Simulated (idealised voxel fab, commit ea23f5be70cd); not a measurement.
Title: Process Module voxel self aligned vias
Shown is cross-section cut, with a width of 170 nm and square cells of size 5 nm.
When this document writes out a cross-section, it uses a grid of square cells and lists it as bands, beginning at the top and moving down, with a band standing for one or more rows of cells. Each band's line starts with the height of the band's top and of its bottom, in nm. Then come its materials from left to right, each with its width in nm. One material with "all across" fills the band from edge to edge. "empty" is empty space. Heights are reckoned from 0. Under this level, the received wafer is all of one material. The bottommost band is open-ended downward, for example "0 -> down". Width "30->40": first value at the band's top row of cells, second value at its bottom row, equal change from row to row. Step marked "all unchanged"? Then no cell in the cross-section changed in it. Voids not open to the top, 8 cells minimum: see "Voids lacking openings". Written width x height at distance; distance is from the left edge; nm. That trailing text on a step's line, after the settings, is the simulator's own remark on the step. overlay nm: mask offset rightward from planned place, masked step; negative means leftward offset.
## Listed below are the process steps as planned
1,RECEIVE,material Si
2,CONFORMAL_DEP,material SiO2,thk nm 15
3,CONFORMAL_DEP,material SiCN,thk nm 5
4,DIRECTIONAL_DEP,material lowk,thk nm 20
5,PATTERN,tone open,mask id LINES,material resist,width nm 20,pitch nm 50,thk nm 20,overlay nm 0
6,DIRECTIONAL_ETCH,etch materials lowk,depth nm 20
7,STRIP,etch materials resist
8,CONFORMAL_DEP,material TiN,thk nm 5
9,FILL_DEP,material Ru,thk nm 5
10,CMP,height nm 40
11,SELECTIVE_ETCH,etch materials W Ru TiN,depth nm 5
12,FILL_DEP,material SiN,thk nm 10
13,CMP,height nm 40
14,DIRECTIONAL_DEP,material lowk,thk nm 15
15,MASKED_ETCH,tone open,mask id VIAS,width nm 30,etch materials lowk,depth nm 15,overlay nm 0
16,MASKED_ETCH,tone open,mask id VIAS,width nm 30,etch materials SiN,depth nm 5,overlay nm 0
17,CONFORMAL_DEP,material TiN,thk nm 5
18,FILL_DEP,material Ru,thk nm 10
19,CMP,height nm 55
20,CONFORMAL_DEP,material SiN,thk nm 5
## Incoming wafer, cross-sectional view, post step 1
    0 -> down = Si all across
    Voids lacking openings: none
## First wafer of two, sectioned at end of module; run went per plan
    60 -> 55 = SiN all across
    55 -> 45 = 45 lowk, 5 TiN, 20 Ru, 5 TiN, 95 lowk
    45 -> 40 = 45 lowk, 10 TiN, 10 Ru, 10 TiN, 95 lowk
    40 -> 35 = 50 lowk, 20 TiN, 30 lowk, 20 SiN, 50 lowk
    35 -> 25 = 50 lowk, 5 TiN, 10 Ru, 5 TiN, 30 lowk, 5 TiN, 10 Ru, 5 TiN, 50 lowk
    25 -> 20 = 50 lowk, 20 TiN, 30 lowk, 20 TiN, 50 lowk
    20 -> 15 = SiCN all across
    15 -> 0 = SiO2 all across
    0 -> down = Si all across
    Voids lacking openings: none
## End-of-module cross-section of the second wafer: identical starting point and process plan to the first, with one processing mistake
    60 -> 55 = SiN all across
    55 -> 45 = 45 lowk, 5 TiN, 20 Ru, 5 TiN, 95 lowk
    45 -> 40 = 45 lowk, 30 TiN, 95 lowk
    40 -> 35 = 45 SiN, 5 TiN, 20 lowk, 5 TiN, 25 SiN, 20 lowk, 50 SiN
    35 -> 25 = 45 Ru, 5 TiN, 20 lowk, 5 TiN, 20 Ru, 5 TiN, 20 lowk, 5 TiN, 45 Ru
    25 -> 20 = 50 TiN, 20 lowk, 30 TiN, 20 lowk, 50 TiN
    20 -> 15 = SiCN all across
    15 -> 0 = SiO2 all across
    0 -> down = Si all across
    Voids lacking openings: none
Want to know what went wrong? for step 5, the planned setting was not used; the step was instead run as PATTERN,tone cover,mask id LINES,material resist,width nm 20,pitch nm 50,thk nm 20,overlay nm 0
Once processing is complete, comparing cell counts shows that the second wafer has more or fewer of certain materials than the first: Ru +34, SiN +20, TiN +18, lowk -72
